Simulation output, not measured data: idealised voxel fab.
Process module heading - voxel capacitor over wiring
Section shown: cut. Width: 195 nm. Cell size: 5 nm, square.
A cross-section in this document is a grid of square cells, and it is written down as bands, the top band listed before the ones below it; a band is made up of one or more rows of cells. Band: top and bottom heights (nm) first, top before bottom; then materials from left to right, widths in nm. "full width" marks a sole material filling the band edge to edge. "air" denotes empty space. All heights in this document are referenced to 0, defined as the level beneath which the wafer, as received, consists entirely of one material. The lowest band is not bounded below; it extends indefinitely downward and is written in the form "0..down". It should be noted that a width expressed as "30..40" varies in equal increments from row to row of cells within the band, taking the value of the first number at the top row and that of the second number at the bottom row. "nothing different" means the step left every cell of the cross-section as it was. Voids not open to the top, 8 cells minimum: see "Fully enclosed voids". Written width x height at distance; distance is from the left edge; nm. Read whatever lies past the settings on a step's line as the simulator's own remark about the step. overlay nm: on a step with a mask, how far right of its planned place the mask lay; negative means left.
## Steps planned for the process
1) RECEIVE with material Si
2) CONFORMAL_DEP with material SiO2, thk nm 15
3) CONFORMAL_DEP with material SiN, thk nm 5
4) DIRECTIONAL_DEP with material SiO2, thk nm 20
5) DIRECTIONAL_DEP with material aC, thk nm 15
6) PATTERN with tone open, mask id METAL_1, material resist, width nm 25, pitch nm 75, thk nm 35, overlay nm 0
7) DIRECTIONAL_ETCH with etch materials aC, depth nm 15
8) STRIP with etch materials resist
9) DIRECTIONAL_ETCH with etch materials SiO2, depth nm 20
10) DIRECTIONAL_ETCH with etch materials SiN, depth nm 5
11) STRIP with etch materials aC
12) CONFORMAL_DEP with material TiN, thk nm 5
13) FILL_DEP with material Ru, thk nm 5
14) CMP with height nm 40
15) CONFORMAL_DEP with material SiCN, thk nm 5
16) DIRECTIONAL_DEP with material lowk, thk nm 10
17) MASKED_ETCH with tone open, mask id PLUG_1, width nm 15, etch materials lowk, depth nm 10, overlay nm 0
18) MASKED_ETCH with tone open, mask id PLUG_1, width nm 15, etch materials SiCN, depth nm 5, overlay nm 0
19) EPI with material Ru, thk nm 10
20) EPI with material Ru, thk nm 5
21) DIRECTIONAL_DEP with material TiN, thk nm 10
22) DIRECTIONAL_DEP with material HfO2, thk nm 5
23) DIRECTIONAL_DEP with material TiN, thk nm 10
24) PATTERN with tone cover, mask id UPPER_PLATE, material resist, width nm 55, thk nm 15, overlay nm 0
25) DIRECTIONAL_ETCH with etch materials TiN, depth nm 10
26) DIRECTIONAL_ETCH with etch materials HfO2, depth nm 5
27) STRIP with etch materials resist
28) PATTERN with tone cover, mask id LOWER_PLATE, material resist, width nm 65, thk nm 15, overlay nm 0
29) DIRECTIONAL_ETCH with etch materials TiN, depth nm 10
30) STRIP with etch materials resist
31) FILL_DEP with material SiO2, thk nm 20
32) CMP with height nm 95
33) PATTERN with tone open, mask id PLUG_2, material resist, width nm 15, thk nm 20, overlay nm 0
34) DIRECTIONAL_ETCH with etch materials SiO2, depth nm 15
35) STRIP with etch materials resist
36) CONFORMAL_DEP with material TiN, thk nm 5
37) FILL_DEP with material Ru, thk nm 5
38) CMP with height nm 95
39) CONFORMAL_DEP with material SiCN, thk nm 5
## Cross-section: wafer on arrival = after step 1
  0..down = Si full width
  Fully enclosed voids: none
## Starting wafer: above. Plan: above. Run: one mistake. Cross-section after the module: below
  100..95 = SiCN full width
  95..85 = Ru: 60  TiN: 5  SiO2: 15  TiN: 5  Ru: 110
  85..80 = TiN: 65  SiO2: 15  TiN: 115
  80..70 = SiO2: 55  TiN: 55  SiO2: 85
  70..65 = SiO2: 55  HfO2: 55  SiO2: 85
  65..55 = SiO2: 50  TiN: 65  SiO2: 80
  55..45 = lowk: 55  Ru: 15  lowk: 125
  45..40 = SiCN: 55  Ru: 15  SiCN: 125
  40..20 = SiO2: 45  TiN: 5  Ru: 15  TiN: 5  SiO2: 50  TiN: 5  Ru: 15  TiN: 5  SiO2: 50
  20..15 = SiN: 45  TiN: 25  SiN: 50  TiN: 25  SiN: 50
  15..0 = SiO2 full width
  0..down = Si full width
  Fully enclosed voids: none
Finding, execution versus plan: rather than as planned, step 33 actually ran as PATTERN with tone cover, mask id PLUG_2, material resist, width nm 15, thk nm 20, overlay nm 0
